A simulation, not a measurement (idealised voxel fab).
This is a process module. Its name is voxel wiring stack.
The figure presents cross-section cut, which has a width of 235 nm and is divided into square cells with an edge length of 5 nm.
Cross-section format: a grid of square cells, given as bands from top to bottom; each band is one or more rows of cells. Heights first: top, then bottom, in nm. Then materials, left to right, each with a width in nm. "everywhere" on a single material: fills the band edge to edge. "empty": empty space. Heads up on the height convention: 0 is the point under which the incoming wafer is all one material, and the lowest band has no bottom, it just keeps going down, like "top 0, no bottom". The notation "30 to 40" denotes a width that varies across the rows of cells in the band, beginning at the first number in the top row, finishing at the second number in the bottom row, and changing by an identical amount from each row to the next. "nothing changed" (step): cross-section cells unchanged, all of them. "Closed empty spaces" lists enclosed empty spaces (at least 8 cells, no open path upward to the top), each as width x height at distance from the left edge, in nm. Post-settings text on a step line: simulator's own remark regarding the step. "overlay nm" denotes, for a step that has a mask, the displacement of the mask to the right of its planned place, with negative values corresponding to the left.
[Steps planned for the process]
1,RECEIVE [material Si]
2,CONFORMAL_DEP [material SiO2] [thk nm 10]
3,DIRECTIONAL_DEP [material TiN] [thk nm 5]
4,DIRECTIONAL_DEP [material W] [thk nm 15]
5,PATTERN [tone cover] [mask id METAL_1] [material resist] [width nm 25] [pitch nm 45] [thk nm 20] [overlay nm 0]
6,DIRECTIONAL_ETCH [etch materials W] [depth nm 15]
7,DIRECTIONAL_ETCH [etch materials TiN] [depth nm 5]
8,STRIP [etch materials resist]
9,CONFORMAL_DEP [material SiCN] [thk nm 5]
10,FILL_DEP [material SiO2] [thk nm 5]
11,CMP [height nm 30]
12,CONFORMAL_DEP [material SiCN] [thk nm 5]
13,DIRECTIONAL_DEP [material lowk] [thk nm 15]
14,PATTERN [tone open] [mask id PLUG_1] [material resist] [width nm 15] [thk nm 20] [overlay nm 0]
15,DIRECTIONAL_ETCH [etch materials lowk] [depth nm 15]
16,DIRECTIONAL_ETCH [etch materials SiCN] [depth nm 5]
17,STRIP [etch materials resist]
18,EPI [material Ru] [thk nm 10]
19,EPI [material Ru] [thk nm 10]
20,CONFORMAL_DEP [material SiN] [thk nm 5]
21,DIRECTIONAL_DEP [material SiO2] [thk nm 25]
22,PATTERN [tone open] [mask id METAL_2] [material resist] [width nm 25] [pitch nm 45] [thk nm 20] [overlay nm 0]
23,DIRECTIONAL_ETCH [etch materials SiO2] [depth nm 25]
24,DIRECTIONAL_ETCH [etch materials SiN] [depth nm 5]
25,STRIP [etch materials resist]
26,CONFORMAL_DEP [material TiN] [thk nm 5]
27,FILL_DEP [material Cu] [thk nm 10]
28,CMP [height nm 80]
29,CONFORMAL_DEP [material SiCN] [thk nm 5]
30,DIRECTIONAL_DEP [material lowk] [thk nm 10]
31,PATTERN [tone open] [mask id PLUG_2] [material resist] [width nm 15] [pitch nm 45] [thk nm 20] [overlay nm 0]
32,DIRECTIONAL_ETCH [etch materials lowk] [depth nm 10]
33,DIRECTIONAL_ETCH [etch materials SiCN] [depth nm 5]
34,STRIP [etch materials resist]
35,EPI [material Ru] [thk nm 10]
36,EPI [material Ru] [thk nm 5]
37,DIRECTIONAL_DEP [material TiN] [thk nm 5]
38,DIRECTIONAL_DEP [material Ru] [thk nm 15]
39,DIRECTIONAL_DEP [material aC] [thk nm 10]
40,PATTERN [tone cover] [mask id METAL_3] [material resist] [width nm 25] [pitch nm 45] [thk nm 25] [overlay nm 0]
41,DIRECTIONAL_ETCH [etch materials aC] [depth nm 10]
42,STRIP [etch materials resist]
43,DIRECTIONAL_ETCH [etch materials Ru] [depth nm 15]
44,DIRECTIONAL_ETCH [etch materials TiN] [depth nm 5]
45,STRIP [etch materials aC]
46,CONFORMAL_DEP [material SiN] [thk nm 5]
47,FILL_DEP [material lowk] [thk nm 10]
48,CMP [height nm 115]
49,CONFORMAL_DEP [material SiCN] [thk nm 5]
50,DIRECTIONAL_DEP [material SiO2] [thk nm 25]
51,DIRECTIONAL_DEP [material aC] [thk nm 10]
52,PATTERN [tone open] [mask id METAL_4_HOLES] [material resist] [width nm 15] [pitch nm 45] [thk nm 25] [overlay nm 0]
53,DIRECTIONAL_ETCH [etch materials aC] [depth nm 10]
54,STRIP [etch materials resist]
55,DIRECTIONAL_ETCH [etch materials SiO2] [depth nm 25]
56,STRIP [etch materials aC]
57,MASKED_ETCH [tone open] [mask id METAL_4] [width nm 25] [pitch nm 45] [etch materials SiO2] [depth nm 15] [overlay nm 0]
58,MASKED_ETCH [tone open] [mask id METAL_4] [width nm 25] [pitch nm 45] [etch materials SiCN] [depth nm 5] [overlay nm 0]
59,CONFORMAL_DEP [material TiN] [thk nm 5]
60,FILL_DEP [material Cu] [thk nm 5]
61,CMP [height nm 145]
62,CONFORMAL_DEP [material SiN] [thk nm 5]
[As-received state of the wafer in cross-section, equivalent to post-step 1]
    top 0, no bottom | Si everywhere
    Closed empty spaces: none
[The cross-section shown corresponds to the wafer at the conclusion of the module. The initial structure and the process plan are those presented above; however, one mistake occurred in executing the plan]
    top 150, bottom 145 | SiN everywhere
    top 145, bottom 135 | SiO2 80 nm / TiN 5 nm / Cu 15 nm / TiN 5 nm / SiO2 20 nm / TiN 5 nm / Cu 15 nm / TiN 5 nm / SiO2 85 nm
    top 135, bottom 130 | SiO2 80 nm / TiN 5 nm / Cu 5 nm / TiN 15 nm / SiO2 20 nm / TiN 5 nm / Cu 5 nm / TiN 15 nm / SiO2 85 nm
    top 130, bottom 120 | SiO2 80 nm / TiN 5 nm / Cu 5 nm / TiN 5 nm / SiO2 30 nm / TiN 5 nm / Cu 5 nm / TiN 5 nm / SiO2 95 nm
    top 120, bottom 115 | SiCN 80 nm / TiN 15 nm / SiCN 30 nm / TiN 15 nm / SiCN 95 nm
    top 115, bottom 100 | lowk 75 nm / SiN 5 nm / Ru 25 nm / SiN 5 nm / lowk 10 nm / SiN 5 nm / Ru 25 nm / SiN 5 nm / lowk 80 nm
    top 100, bottom 95 | SiN 80 nm / TiN 25 nm / SiN 20 nm / TiN 25 nm / SiN 85 nm
    top 95, bottom 85 | lowk 80 nm / Ru 15 nm / lowk 30 nm / Ru 15 nm / lowk 95 nm
    top 85, bottom 80 | SiCN 80 nm / Ru 15 nm / SiCN 30 nm / Ru 15 nm / SiCN 95 nm
    top 80, bottom 55 | SiO2 80 nm / TiN 5 nm / Cu 15 nm / TiN 5 nm / SiO2 20 nm / TiN 5 nm / Cu 15 nm / TiN 5 nm / SiO2 85 nm
    top 55, bottom 50 | SiN 80 nm / TiN 25 nm / SiN 20 nm / TiN 25 nm / SiN 85 nm
    top 50, bottom 35 | lowk 80 nm / SiN 5 nm / TiN 5 nm / SiN 5 nm / lowk 140 nm
    top 35, bottom 30 | SiCN 80 nm / SiN 5 nm / TiN 5 nm / SiN 5 nm / SiCN 140 nm
    top 30, bottom 15 | W 80 nm / SiCN 5 nm / SiO2 15 nm / SiCN 5 nm / W 20 nm / SiCN 5 nm / SiO2 15 nm / SiCN 5 nm / W 85 nm
    top 15, bottom 10 | TiN 80 nm / SiCN 25 nm / TiN 20 nm / SiCN 25 nm / TiN 85 nm
    top 10, bottom 0 | SiO2 everywhere
    top 0, no bottom | Si everywhere
    Closed empty spaces: none
In executing the process, a mistake was made relative to the plan: not per plan at step 5, really ran PATTERN [tone open] [mask id METAL_1] [material resist] [width nm 25] [pitch nm 45] [thk nm 20] [overlay nm 0]
